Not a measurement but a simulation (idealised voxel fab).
Documented hereafter: the process module known as voxel spacer lines.
Shown is cross-section cut, with a width of 175 nm and square cells of size 5 nm.
A cross-section in this document is a grid of square cells, and it is written down as bands, the top band listed before the ones below it; a band is made up of one or more rows of cells. Top, bottom (nm), then materials left to right with widths (nm); lone material tagged "throughout" fills the whole band edge to edge; "empty" = empty space. We count height from 0. Below that, the starting wafer is all one material. The lowest band never ends at the bottom but goes on down; see "0 and below" for how that is written. So if you see something like "30 to 40" for the width, read it as the top row of the band sitting at the first number and the bottom row at the second, with every row in between moving by the same amount as the last. Reading "identical to before" for a step: not a cell of the cross-section changed in it. "Fully closed voids" lists enclosed empty spaces (at least 8 cells, no open path upward to the top), each as width x height at distance from the left edge, in nm. Step line, after settings: the simulator's comment on this step. "overlay nm" on a masked step: distance the mask lay right of its planned place, negative for left.

### The following list gives the planned process steps
step 1: RECEIVE,material Si
step 2: CONFORMAL_DEP,material Al2O3,thk nm 10
step 3: DIRECTIONAL_DEP,material TiN,thk nm 15
step 4: DIRECTIONAL_DEP,material polySi,thk nm 25
step 5: PATTERN,tone cover,mask id MANDREL,material resist,width nm 25,pitch nm 70,thk nm 30,overlay nm 0
step 6: DIRECTIONAL_ETCH,etch materials polySi,depth nm 25
step 7: STRIP,etch materials resist
step 8: CONFORMAL_DEP,material SiN,thk nm 10
step 9: DIRECTIONAL_ETCH,etch materials SiN,depth nm 10
step 10: STRIP,etch materials polySi
step 11: DIRECTIONAL_ETCH,etch materials TiN,depth nm 15
step 12: STRIP,etch materials SiN

### Incoming wafer in cross-section (state: after step 1)
> 0 and below | Si throughout
> Fully closed voids: none

### Final cross-section, module run with one mistake (start and plan as above)
> 25 down to 10 | 40 nm empty  10 nm TiN  5 nm empty  10 nm TiN  45 nm empty  10 nm TiN  5 nm empty  10 nm TiN  40 nm empty
> 10 down to 0 | Al2O3 throughout
> 0 and below | Si throughout
> Fully closed voids: none
Run error: not per plan at step 5, really ran PATTERN,tone open,mask id MANDREL,material resist,width nm 25,pitch nm 70,thk nm 30,overlay nm 0
